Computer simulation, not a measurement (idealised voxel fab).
This section sets out a process module, namely voxel self aligned vias.
The cross-section on display is named cut; it measures 235 nm wide, and its cells are 5 nm squares.
How to read a cross-section here: the picture is a grid of square cells, written as bands going from the top down, and any band can span one or more rows of cells. For a band, the entry starts with two heights in nm, that of the top and then that of the bottom, and carries on with the band's materials in order from left to right, each alongside its width in nm; the word "everywhere" beside a single material means it fills the band edge to edge, and "air" means empty space. Height is counted from the level 0, under which the received wafer is composed throughout of one material. The lowest of the bands is not closed at the bottom but continues downward, in the notation "z 0 and below". Width "30 to 40": first value at the band's top row of cells, second value at its bottom row, equal change from row to row. You'll sometimes find "no modification" written for a step, and that's the way of saying that nowhere in the cross-section did a cell change during that step. In the "closed voids" entry, you get each enclosed empty space of 8 cells or more, one with no open way to the top, written width x height at distance, distance from the left edge, in nm. Step line, after settings: the simulator's comment on this step. Steps that use a mask can have "overlay nm" on their line. It says how far the mask sat to the right of where it was meant to be. Negative means to the left.

Process steps - plan:
- 1: RECEIVE,material Si
- 2: CONFORMAL_DEP,material SiO2,thk nm 10
- 3: CONFORMAL_DEP,material SiCN,thk nm 5
- 4: DIRECTIONAL_DEP,material lowk,thk nm 20
- 5: MASKED_ETCH,tone open,mask id LINES,width nm 30,pitch nm 70,etch materials lowk,depth nm 20,overlay nm 0
- 6: CONFORMAL_DEP,material TiN,thk nm 5
- 7: FILL_DEP,material W,thk nm 10
- 8: CMP,height nm 35
- 9: SELECTIVE_ETCH,etch materials W Ru TiN,depth nm 5
- 10: FILL_DEP,material SiN,thk nm 5
- 11: CMP,height nm 35
- 12: DIRECTIONAL_DEP,material lowk,thk nm 15
- 13: PATTERN,tone open,mask id VIAS,material resist,width nm 50,thk nm 20,overlay nm 0
- 14: DIRECTIONAL_ETCH,etch materials lowk,depth nm 15
- 15: DIRECTIONAL_ETCH,etch materials SiN,depth nm 5
- 16: STRIP,etch materials resist
- 17: CONFORMAL_DEP,material TiN,thk nm 5
- 18: FILL_DEP,material Cu,thk nm 5
- 19: CMP,height nm 50
- 20: CONFORMAL_DEP,material SiCN,thk nm 5

The cross-section here shows the wafer as received, i.e. in its state after step 1:
* z 0 and below = Si everywhere
* closed voids: none

Wafer at module end, in section. Began as above, planned as above, run with one mistake:
* z 55 to 50 = SiCN everywhere
* z 50 to 35 = 55 lowk, 5 TiN, 40 Cu, 5 TiN, 130 lowk
* z 35 to 30 = 55 SiN, 50 TiN, 130 SiN
* z 30 to 20 = 65 lowk, 5 TiN, 20 W, 5 TiN, 40 lowk, 5 TiN, 20 W, 5 TiN, 70 lowk
* z 20 to 15 = 65 lowk, 30 TiN, 40 lowk, 30 TiN, 70 lowk
* z 15 to 10 = SiCN everywhere
* z 10 to 0 = SiO2 everywhere
* z 0 and below = Si everywhere
* closed voids: none
what went wrong: not per plan at step 4, really ran DIRECTIONAL_DEP,material lowk,thk nm 15
